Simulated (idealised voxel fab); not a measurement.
process module | voxel transistor to metal
cross-section cut | 280 nm wide | cells 5 nm
A cross-section is a grid of square cells, given in bands from the top down. A band is one or more rows of cells.
Each band's line starts with the height of the band's top and of its bottom, in nm. Then come its materials from left to right, each with its width in nm. One material with "throughout" fills the band from edge to edge. "air" is empty space.
Height 0 is the level under which the wafer as received is all one material. The lowest band goes on downwards, as in "0 down".
A width such as "30 to 40" changes by the same amount from each row of cells to the next, from the band's top row to its bottom row.
"no change" after a step means that no cell of the cross-section changed.
closed voids: empty space of 8 cells or more with no open way to the top, each as width x height at its distance from the left edge, in nm
after a step's settings: what the simulator itself notes on the step
overlay nm, on a step with a mask: how far to the right of its planned place the mask lay; to the left if negative
plan
1 op RECEIVE | material Si
2 op CONFORMAL_DEP | material SiO2 | thk nm 5
3 op CONFORMAL_DEP | material SiN | thk nm 15
4 op DIRECTIONAL_DEP | material aC | thk nm 10
5 op PATTERN | tone cover | mask id ACTIVE | material resist | width nm 105 | pitch nm 125 | thk nm 25 | overlay nm 0
6 op DIRECTIONAL_ETCH | etch materials aC | depth nm 10
7 op STRIP | etch materials resist
8 op DIRECTIONAL_ETCH | etch materials SiN | depth nm 15
9 op DIRECTIONAL_ETCH | etch materials SiO2 | depth nm 5
10 op DIRECTIONAL_ETCH | etch materials Si | depth nm 30
11 op STRIP | etch materials aC
12 op FILL_DEP | material SiO2 | thk nm 5
13 op CMP | height nm 20
14 op SELECTIVE_ETCH | etch materials SiO2 | depth nm 15
15 op STRIP | etch materials SiN
16 op SELECTIVE_ETCH | etch materials SiO2 | depth nm 5
17 op OXIDIZE | depth nm 5
18 op DIRECTIONAL_DEP | material polySi | thk nm 30
19 op DIRECTIONAL_DEP | material SiCN | thk nm 15
20 op PATTERN | tone cover | mask id GATE | material resist | width nm 25 | pitch nm 125 | thk nm 15 | overlay nm 0
21 op DIRECTIONAL_ETCH | etch materials SiCN | depth nm 25
22 op DIRECTIONAL_ETCH | etch materials polySi | depth nm 40
23 op STRIP | etch materials resist
24 op CONFORMAL_DEP | material SiO2 | thk nm 5
25 op DIRECTIONAL_ETCH | etch materials SiO2 | depth nm 5
26 op CONFORMAL_DEP | material SiN | thk nm 10
27 op DIRECTIONAL_ETCH | etch materials SiN | depth nm 10
28 op DIRECTIONAL_ETCH | etch materials SiO2 | depth nm 5
29 op DIRECTIONAL_ETCH | etch materials Si | depth nm 15
30 op EPI | material SiGe | thk nm 20
31 op FILL_DEP | material SiO2 | thk nm 10
32 op CMP | height nm 45
33 op DIRECTIONAL_DEP | material SiO2 | thk nm 10
34 op DIRECTIONAL_DEP | material aC | thk nm 10
35 op PATTERN | tone open | mask id CONTACT | material resist | width nm 30 | thk nm 25 | overlay nm 0
36 op DIRECTIONAL_ETCH | etch materials aC | depth nm 10
37 op STRIP | etch materials resist
38 op DIRECTIONAL_ETCH | etch materials SiO2 | depth nm 40
39 op STRIP | etch materials aC
40 op CONFORMAL_DEP | material TiN | thk nm 5
41 op FILL_DEP | material W | thk nm 10
42 op CMP | height nm 55
43 op DIRECTIONAL_DEP | material TiN | thk nm 5
44 op DIRECTIONAL_DEP | material Ru | thk nm 20
45 op DIRECTIONAL_DEP | material aC | thk nm 10
46 op PATTERN | tone cover | mask id METAL_1 | material resist | width nm 20 | thk nm 25 | overlay nm 0
47 op DIRECTIONAL_ETCH | etch materials aC | depth nm 10
48 op STRIP | etch materials resist
49 op DIRECTIONAL_ETCH | etch materials Ru | depth nm 20
50 op DIRECTIONAL_ETCH | etch materials TiN | depth nm 5
51 op STRIP | etch materials aC
52 op FILL_DEP | material SiO2 | thk nm 5
53 op CMP | height nm 80
54 op CONFORMAL_DEP | material SiN | thk nm 5
as received, after step 1
  0 down: Si throughout
  closed voids: none
a wafer at the end: this start, this plan, one mistake
  85 to 80: SiN throughout
  80 to 60: SiO2 30 | Ru 20 | SiO2 55 | Ru 20 | SiO2 30 | Ru 20 | SiO2 55 | Ru 20 | SiO2 30
  60 to 55: W throughout
  55 to 45: SiO2 30 | TiN 5 | W 20 to 10 | TiN 5 to 15 | SiO2 35 | TiN 5 to 15 | W 20 to 10 | TiN 5 | SiO2 30 | TiN 5 | W 20 to 10 | TiN 5 to 15 | SiO2 35 | TiN 5 to 15 | W 20 to 10 | TiN 5 | SiO2 30
  45 to 30: SiO2 30 | TiN 5 | W 10 | TiN 5 | SiN 10 | SiO2 5 | SiCN 25 | SiO2 5 | SiN 10 | TiN 5 | W 10 | TiN 5 | SiO2 30 | TiN 5 | W 10 | TiN 5 | SiN 10 | SiO2 5 | SiCN 25 | SiO2 5 | SiN 10 | TiN 5 | W 10 | TiN 5 | SiO2 30
  30 to 20: SiO2 30 | TiN 5 | W 10 | TiN 5 | SiN 10 | SiO2 5 | polySi 25 | SiO2 5 | SiN 10 | TiN 5 | W 10 | TiN 5 | SiO2 30 | TiN 5 | W 10 | TiN 5 | SiN 10 | SiO2 5 | polySi 25 | SiO2 5 | SiN 10 | TiN 5 | W 10 | TiN 5 | SiO2 30
  20 to 15: SiO2 30 | TiN 20 | SiN 10 | SiO2 5 | polySi 25 | SiO2 5 | SiN 10 | TiN 20 | SiO2 30 | TiN 20 | SiN 10 | SiO2 5 | polySi 25 | SiO2 5 | SiN 10 | TiN 20 | SiO2 30
  15 to 0: SiO2 30 | SiGe 20 | SiN 10 | SiO2 5 | polySi 25 | SiO2 5 | SiN 10 | SiGe 20 | SiO2 30 | SiGe 20 | SiN 10 | SiO2 5 | polySi 25 | SiO2 5 | SiN 10 | SiGe 20 | SiO2 30
  0 to -5: SiO2 20 | SiGe 30 | SiO2 55 | SiGe 30 | SiO2 10 | SiGe 30 | SiO2 55 | SiGe 30 | SiO2 20
  -5 to -20: SiO2 25 | SiGe 25 | Si 55 | SiGe 25 | SiO2 20 | SiGe 25 | Si 55 | SiGe 25 | SiO2 25
  -20 to -30: SiO2 25 | Si 105 | SiO2 20 | Si 105 | SiO2 25
  -30 down: Si throughout
  closed voids: none
what went wrong: step 43 ran as: op DIRECTIONAL_DEP | material W | thk nm 5
